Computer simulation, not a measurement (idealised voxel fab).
process module | voxel tone inversion
cross-section cut | 275 nm wide | cells 5 nm
A cross-section is a grid of square cells, given in bands from the top down. A band is one or more rows of cells.
Each band's line starts with the height of the band's top and of its bottom, in nm. Then come its materials from left to right, each with its width in nm. One material with "throughout" fills the band from edge to edge. "air" is empty space.
Height 0 is the level under which the wafer as received is all one material. The lowest band goes on downwards, as in "0 down".
A width such as "30 to 40" changes by the same amount from each row of cells to the next, from the band's top row to its bottom row.
"no change" after a step means that no cell of the cross-section changed.
closed voids: empty space of 8 cells or more with no open way to the top, each as width x height at its distance from the left edge, in nm
after a step's settings: what the simulator itself notes on the step
overlay nm, on a step with a mask: how far to the right of its planned place the mask lay; to the left if negative
plan
1 op RECEIVE | material Si
2 op CONFORMAL_DEP | material SiCN | thk nm 5
3 op DIRECTIONAL_DEP | material aC | thk nm 25
4 op PATTERN | tone cover | mask id POSTS | material resist | width nm 15 | pitch nm 35 | thk nm 35 | overlay nm -15
5 op DIRECTIONAL_ETCH | etch materials aC | depth nm 25
6 op STRIP | etch materials resist
7 op FILL_DEP | material lowk | thk nm 10
8 op CMP | height nm 30
9 op STRIP | etch materials aC
varied across the wafers: overlay nm of step 4. The plan shows the first wafer's value. All wafers start alike
first wafer as received, after step 1
  0 down: Si throughout
  closed voids: none
first wafer at the end, after step 9
  30 to 5: lowk 60 | air 15 | lowk 20 | air 15 | lowk 20 | air 15 | lowk 20 | air 15 | lowk 95
  5 to 0: SiCN throughout
  0 down: Si throughout
  closed voids: none
last wafer at the end
  30 to 5: lowk 90 | air 15 | lowk 20 | air 15 | lowk 20 | air 15 | lowk 20 | air 15 | lowk 65
  5 to 0: SiCN throughout
  0 down: Si throughout
  closed voids: none
each wafer at the end: cells of each material gained (+) or lost (-) since it was received, then its closed voids
overlay nm -15 | +55 SiCN | +215 lowk | closed voids: none
overlay nm -10 | +55 SiCN | +215 lowk | closed voids: none
overlay nm -5 | +55 SiCN | +215 lowk | closed voids: none
overlay nm 0 | +55 SiCN | +215 lowk | closed voids: none
overlay nm 5 | +55 SiCN | +215 lowk | closed voids: none
overlay nm 10 | +55 SiCN | +215 lowk | closed voids: none
overlay nm 15 | +55 SiCN | +215 lowk | closed voids: none
